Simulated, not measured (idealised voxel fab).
Process module under the name voxel tone inversion
Pictured: cross-section cut, 250 nm wide, on a grid of 5 nm square cells.
Just so we're on the same page, the cross-sections are grids of square cells, and they're listed out in bands top to bottom, each band one or more rows deep.
Read a band's entry like this: the first values are the height of its top and the height of its bottom in nm, and what follows is the sequence of materials from left to right, each with its width in nm. Note that "air" is empty space, and that a single material marked "throughout" reaches across the band from edge to edge.
Heights are measured from 0, the level below which the as-received wafer is all one material; the lowest band has no bottom and continues downward, written as in "top 0, no bottom".
Graded width ("30->40"): value in top row of band = first number; value in bottom row = second number; row-to-row change constant.
"remained unchanged" after a step means that no cell of the cross-section changed.
Any empty space of 8 cells or more lacking an open way to the top shows up in "Trapped cavities" as width x height at distance, distance from the left edge, in nm.
If you see something after the settings on a step's line, that's the simulator's own remark about that step.
On any step carrying a mask, the "overlay nm" setting, if present on the step's line, tells how far right of its planned place the mask lay; negative values point to the left.

Intended process steps:
1 RECEIVE,material Si
2 CONFORMAL_DEP,material SiN,thk nm 5
3 DIRECTIONAL_DEP,material polySi,thk nm 25
4 PATTERN,tone cover,mask id POSTS,material resist,width nm 20,pitch nm 35,thk nm 30,overlay nm -15
5 DIRECTIONAL_ETCH,etch materials polySi,depth nm 25
6 STRIP,etch materials resist
7 FILL_DEP,material SiO2,thk nm 5
8 CMP,height nm 30
9 STRIP,etch materials polySi
Don't read the plan's overlay nm for step 4 as applying to every wafer: that's the first wafer's value, and the wafers differ in it, though they all start identical.

As-received cross-section, first of several wafers, post step 1:
> top 0, no bottom | Si throughout
> Trapped cavities: none

Once step 9, the last step, is complete, the module is at its end; this is the cross-section of the first of several wafers:
> top 30, bottom 5 | SiO2: 80 | air: 20 | SiO2: 15 | air: 20 | SiO2: 115
> top 5, bottom 0 | SiN throughout
> top 0, no bottom | Si throughout
> Trapped cavities: none

X-section, last wafer, module end:
> top 30, bottom 5 | SiO2: 110 | air: 20 | SiO2: 15 | air: 20 | SiO2: 85
> top 5, bottom 0 | SiN throughout
> top 0, no bottom | Si throughout
> Trapped cavities: none

End of module, by wafer: material-by-material cell gain (+) or loss (-) since receipt, then closed voids:
overlay nm -15, +50 SiN, +210 SiO2, Trapped cavities: none
overlay nm -10, +50 SiN, +210 SiO2, Trapped cavities: none
overlay nm -5, +50 SiN, +210 SiO2, Trapped cavities: none
overlay nm 0, +50 SiN, +210 SiO2, Trapped cavities: none
overlay nm 5, +50 SiN, +210 SiO2, Trapped cavities: none
overlay nm 10, +50 SiN, +210 SiO2, Trapped cavities: none
overlay nm 15, +50 SiN, +210 SiO2, Trapped cavities: none
